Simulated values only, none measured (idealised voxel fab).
process module | voxel transistor to metal
cross-section cut | 170 nm wide | cells 5 nm
A cross-section is a grid of square cells, given in bands from the top down. A band is one or more rows of cells.
Each band's line starts with the height of the band's top and of its bottom, in nm. Then come its materials from left to right, each with its width in nm. One material with "throughout" fills the band from edge to edge. "air" is empty space.
Height 0 is the level under which the wafer as received is all one material. The lowest band goes on downwards, as in "0 down".
A width such as "30 to 40" changes by the same amount from each row of cells to the next, from the band's top row to its bottom row.
"no change" after a step means that no cell of the cross-section changed.
closed voids: empty space of 8 cells or more with no open way to the top, each as width x height at its distance from the left edge, in nm
after a step's settings: what the simulator itself notes on the step
overlay nm, on a step with a mask: how far to the right of its planned place the mask lay; to the left if negative
plan
1 op RECEIVE | material Si
2 op OXIDIZE | depth nm 5
3 op CONFORMAL_DEP | material SiN | thk nm 15
4 op PATTERN | tone cover | mask id ACTIVE | material resist | width nm 95 | thk nm 15 | overlay nm 0
5 op DIRECTIONAL_ETCH | etch materials SiN | depth nm 15
6 op DIRECTIONAL_ETCH | etch materials SiO2 | depth nm 5
7 op DIRECTIONAL_ETCH | etch materials Si | depth nm 25
8 op STRIP | etch materials resist
9 op OXIDIZE | depth nm 5
10 op FILL_DEP | material SiO2 | thk nm 10
11 op CMP | height nm 15
12 op SELECTIVE_ETCH | etch materials SiO2 | depth nm 15
13 op STRIP | etch materials SiN
14 op SELECTIVE_ETCH | etch materials SiO2 | depth nm 5
15 op OXIDIZE | depth nm 5
16 op DIRECTIONAL_DEP | material polySi | thk nm 30
17 op DIRECTIONAL_DEP | material SiCN | thk nm 10
18 op MASKED_ETCH | tone cover | mask id GATE | width nm 25 | etch materials SiCN | depth nm 20 | overlay nm 0
19 op MASKED_ETCH | tone cover | mask id GATE | width nm 25 | etch materials polySi | depth nm 40 | overlay nm 0
20 op CONFORMAL_DEP | material SiN | thk nm 10
21 op DIRECTIONAL_ETCH | etch materials SiN | depth nm 10
22 op DIRECTIONAL_ETCH | etch materials SiO2 | depth nm 5
23 op EPI | material nSi | thk nm 5
24 op FILL_DEP | material SiO2 | thk nm 5
25 op CMP | height nm 35
26 op DIRECTIONAL_DEP | material SiO2 | thk nm 15
27 op PATTERN | tone open | mask id CONTACT | material resist | width nm 25 | pitch nm 60 | thk nm 15 | overlay nm 0
28 op DIRECTIONAL_ETCH | etch materials SiO2 | depth nm 55
29 op STRIP | etch materials resist
30 op CONFORMAL_DEP | material TiN | thk nm 5
31 op FILL_DEP | material Ru | thk nm 5
32 op CMP | height nm 50
33 op CONFORMAL_DEP | material SiN | thk nm 5
34 op DIRECTIONAL_DEP | material SiO2 | thk nm 20
35 op PATTERN | tone open | mask id METAL_1 | material resist | width nm 15 | pitch nm 70 | thk nm 15 | overlay nm 0
36 op DIRECTIONAL_ETCH | etch materials SiO2 | depth nm 20
37 op DIRECTIONAL_ETCH | etch materials SiN | depth nm 5
38 op STRIP | etch materials resist
39 op CONFORMAL_DEP | material TiN | thk nm 5
40 op FILL_DEP | material Ru | thk nm 10
41 op CMP | height nm 75
42 op CONFORMAL_DEP | material SiN | thk nm 5
as received, after step 1
  0 down: Si throughout
  closed voids: none
first wafer at the end, as planned
  80 to 75: SiN throughout
  75 to 55: SiO2 40 | TiN 5 | Ru 5 | TiN 5 | SiO2 55 | TiN 5 | Ru 5 | TiN 5 | SiO2 45
  55 to 50: SiN 40 | TiN 15 | SiN 55 | TiN 15 | SiN 45
  50 to 40: SiO2 40 | TiN 5 | Ru 15 | TiN 5 | SiO2 35 | TiN 5 | Ru 15 | TiN 5 | SiO2 45
  40 to 35: SiO2 40 | TiN 5 | Ru 10 | TiN 10 | SiO2 35 | TiN 10 | Ru 10 | TiN 5 | SiO2 45
  35 to 25: SiO2 40 | TiN 5 | Ru 10 | TiN 5 | SiN 10 | SiCN 25 | SiN 10 | TiN 5 | Ru 10 | TiN 5 | SiO2 45
  25 to 0: SiO2 40 | TiN 5 | Ru 10 | TiN 5 | SiN 10 | polySi 25 | SiN 10 | TiN 5 | Ru 10 | TiN 5 | SiO2 45
  0 to -5: SiO2 40 | TiN 20 | SiN 10 | polySi 25 | SiN 10 | TiN 20 | SiO2 45
  -5 to -10: SiO2 35 | nSi 25 | SiO2 45 | nSi 25 | SiO2 40
  -10 to -35: SiO2 40 | Si 85 | SiO2 45
  -35 down: Si throughout
  closed voids: none
second wafer at the end: like start, like plan, one mistake
  80 to 75: SiN throughout
  75 to 55: SiO2 40 | TiN 5 | Ru 5 | TiN 5 | SiO2 55 | TiN 5 | Ru 5 | TiN 5 | SiO2 45
  55 to 50: SiN 40 | TiN 15 | SiN 55 | TiN 15 | SiN 45
  50 to 35: SiO2 40 | TiN 5 | Ru 15 | TiN 5 | SiO2 35 | TiN 5 | Ru 15 | TiN 5 | SiO2 45
  35 to 30: SiO2 40 | TiN 5 | Ru 15 | TiN 5 | SiO2 5 | SiCN 25 | SiO2 5 | TiN 5 | Ru 15 | TiN 5 | SiO2 45
  30 to 25: SiO2 40 | TiN 5 | Ru 15 | TiN 5 | SiN 5 | SiCN 25 | SiN 5 | TiN 5 | Ru 15 | TiN 5 | SiO2 45
  25 to 0: SiO2 40 | TiN 5 | Ru 15 | TiN 5 | SiN 5 | polySi 25 | SiN 5 | TiN 5 | Ru 15 | TiN 5 | SiO2 45
  0 to -5: SiO2 40 | TiN 25 | SiN 5 | polySi 25 | SiN 5 | TiN 25 | SiO2 45
  -5 to -10: SiO2 35 | nSi 30 | SiO2 35 | nSi 30 | SiO2 40
  -10 to -35: SiO2 40 | Si 85 | SiO2 45
  -35 down: Si throughout
  closed voids: none
what went wrong: step 20 ran as: op CONFORMAL_DEP | material SiN | thk nm 5
at the end the second wafer has, in cells: 16 more of Ru | 18 fewer of SiN | 2 more of nSi
